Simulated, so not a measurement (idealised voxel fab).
process module | voxel wiring stack
cross-section cut | 290 nm wide | cells 5 nm
A cross-section is a grid of square cells, given in bands from the top down. A band is one or more rows of cells.
Each band's line starts with the height of the band's top and of its bottom, in nm. Then come its materials from left to right, each with its width in nm. One material with "throughout" fills the band from edge to edge. "air" is empty space.
Height 0 is the level under which the wafer as received is all one material. The lowest band goes on downwards, as in "0 down".
A width such as "30 to 40" changes by the same amount from each row of cells to the next, from the band's top row to its bottom row.
"no change" after a step means that no cell of the cross-section changed.
closed voids: empty space of 8 cells or more with no open way to the top, each as width x height at its distance from the left edge, in nm
after a step's settings: what the simulator itself notes on the step
overlay nm, on a step with a mask: how far to the right of its planned place the mask lay; to the left if negative
plan
1 op RECEIVE | material Si
2 op CONFORMAL_DEP | material SiO2 | thk nm 15
3 op CONFORMAL_DEP | material SiCN | thk nm 5
4 op DIRECTIONAL_DEP | material lowk | thk nm 20
5 op DIRECTIONAL_DEP | material aC | thk nm 10
6 op PATTERN | tone open | mask id METAL_1 | material resist | width nm 30 | pitch nm 45 | thk nm 25 | overlay nm 0
7 op DIRECTIONAL_ETCH | etch materials aC | depth nm 10
8 op STRIP | etch materials resist
9 op DIRECTIONAL_ETCH | etch materials lowk | depth nm 20
10 op DIRECTIONAL_ETCH | etch materials SiCN | depth nm 5
11 op STRIP | etch materials aC
12 op CONFORMAL_DEP | material TiN | thk nm 5
13 op FILL_DEP | material Cu | thk nm 10
14 op CMP | height nm 40
15 op CONFORMAL_DEP | material SiCN | thk nm 5
16 op DIRECTIONAL_DEP | material SiO2 | thk nm 15
17 op PATTERN | tone open | mask id PLUG_1 | material resist | width nm 15 | pitch nm 45 | thk nm 15 | overlay nm 0
18 op DIRECTIONAL_ETCH | etch materials SiO2 | depth nm 15
19 op DIRECTIONAL_ETCH | etch materials SiCN | depth nm 5
20 op STRIP | etch materials resist
21 op EPI | material Ru | thk nm 10
22 op EPI | material Ru | thk nm 10
23 op CONFORMAL_DEP | material SiCN | thk nm 5
24 op DIRECTIONAL_DEP | material lowk | thk nm 20
25 op MASKED_ETCH | tone open | mask id METAL_2 | width nm 30 | pitch nm 45 | etch materials lowk | depth nm 20 | overlay nm 0
26 op MASKED_ETCH | tone open | mask id METAL_2 | width nm 30 | pitch nm 45 | etch materials SiCN | depth nm 5 | overlay nm 0
27 op CONFORMAL_DEP | material TiN | thk nm 5
28 op FILL_DEP | material W | thk nm 10
29 op CMP | height nm 85
30 op CONFORMAL_DEP | material SiCN | thk nm 5
31 op DIRECTIONAL_DEP | material lowk | thk nm 25
32 op PATTERN | tone open | mask id METAL_3_HOLES | material resist | width nm 15 | pitch nm 90 | thk nm 15 | overlay nm 0
33 op DIRECTIONAL_ETCH | etch materials lowk | depth nm 25
34 op STRIP | etch materials resist
35 op DIRECTIONAL_DEP | material aC | thk nm 15
36 op PATTERN | tone open | mask id METAL_3 | material resist | width nm 30 | pitch nm 45 | thk nm 35 | overlay nm 0
37 op DIRECTIONAL_ETCH | etch materials aC | depth nm 15
38 op STRIP | etch materials resist
39 op DIRECTIONAL_ETCH | etch materials lowk | depth nm 15
40 op DIRECTIONAL_ETCH | etch materials SiCN | depth nm 5
41 op STRIP | etch materials aC
42 op CONFORMAL_DEP | material TiN | thk nm 5
43 op FILL_DEP | material Cu | thk nm 5
44 op CMP | height nm 115
45 op CONFORMAL_DEP | material SiCN | thk nm 5
as received, after step 1
  0 down: Si throughout
  closed voids: none
first wafer at the end, as planned
  120 to 115: SiCN throughout
  115 to 105: lowk 60 | TiN 5 | Cu 20 | TiN 5 | lowk 15 | TiN 5 | Cu 20 | TiN 5 | lowk 15 | TiN 5 | Cu 20 | TiN 5 | lowk 15 | TiN 5 | Cu 20 | TiN 5 | lowk 65
  105 to 100: lowk 60 | TiN 5 | Cu 5 | TiN 20 | lowk 15 | TiN 30 | lowk 15 | TiN 5 | Cu 5 | TiN 20 | lowk 15 | TiN 30 | lowk 65
  100 to 90: lowk 60 | TiN 5 | Cu 5 | TiN 5 | lowk 75 | TiN 5 | Cu 5 | TiN 5 | lowk 125
  90 to 85: SiCN 60 | TiN 15 | SiCN 75 | TiN 15 | SiCN 125
  85 to 65: lowk 60 | TiN 5 | W 20 | TiN 5 | lowk 15 | TiN 5 | W 20 | TiN 5 | lowk 15 | TiN 5 | W 20 | TiN 5 | lowk 15 | TiN 5 | W 20 | TiN 5 | lowk 65
  65 to 60: SiCN 60 | TiN 30 | SiCN 15 | TiN 30 | SiCN 15 | TiN 30 | SiCN 15 | TiN 30 | SiCN 65
  60 to 45: SiO2 60 | Ru 15 | SiO2 30 | Ru 15 | SiO2 30 | Ru 15 | SiO2 30 | Ru 15 | SiO2 80
  45 to 40: SiCN 60 | Ru 15 | SiCN 30 | Ru 15 | SiCN 30 | Ru 15 | SiCN 30 | Ru 15 | SiCN 80
  40 to 20: lowk 60 | TiN 5 | Cu 20 | TiN 5 | lowk 15 | TiN 5 | Cu 20 | TiN 5 | lowk 15 | TiN 5 | Cu 20 | TiN 5 | lowk 15 | TiN 5 | Cu 20 | TiN 5 | lowk 65
  20 to 15: SiCN 60 | TiN 30 | SiCN 15 | TiN 30 | SiCN 15 | TiN 30 | SiCN 15 | TiN 30 | SiCN 65
  15 to 0: SiO2 throughout
  0 down: Si throughout
  closed voids: none
second wafer at the end: like start, like plan, one mistake
  120 to 115: SiCN throughout
  115 to 110: lowk 60 | TiN 5 | Cu 5 | TiN 5 | lowk 75 | TiN 5 | Cu 5 | TiN 5 | lowk 125
  110 to 105: lowk 60 | TiN 15 | lowk 75 | TiN 15 | lowk 125
  105 to 90: lowk 60 | W 15 | lowk 75 | W 15 | lowk 125
  90 to 85: SiCN throughout
  85 to 65: lowk 60 | TiN 5 | W 20 | TiN 5 | lowk 15 | TiN 5 | W 20 | TiN 5 | lowk 15 | TiN 5 | W 20 | TiN 5 | lowk 15 | TiN 5 | W 20 | TiN 5 | lowk 65
  65 to 60: SiCN 60 | TiN 30 | SiCN 15 | TiN 30 | SiCN 15 | TiN 30 | SiCN 15 | TiN 30 | SiCN 65
  60 to 45: SiO2 60 | Ru 15 | SiO2 30 | Ru 15 | SiO2 30 | Ru 15 | SiO2 30 | Ru 15 | SiO2 80
  45 to 40: SiCN 60 | Ru 15 | SiCN 30 | Ru 15 | SiCN 30 | Ru 15 | SiCN 30 | Ru 15 | SiCN 80
  40 to 20: lowk 60 | TiN 5 | Cu 20 | TiN 5 | lowk 15 | TiN 5 | Cu 20 | TiN 5 | lowk 15 | TiN 5 | Cu 20 | TiN 5 | lowk 15 | TiN 5 | Cu 20 | TiN 5 | lowk 65
  20 to 15: SiCN 60 | TiN 30 | SiCN 15 | TiN 30 | SiCN 15 | TiN 30 | SiCN 15 | TiN 30 | SiCN 65
  15 to 0: SiO2 throughout
  0 down: Si throughout
  closed voids: none
what went wrong: step 35 ran as: op DIRECTIONAL_DEP | material W | thk nm 15
at the end the second wafer has, in cells: 36 fewer of Cu | 6 more of SiCN | 42 fewer of TiN | 18 more of W | 54 more of lowk
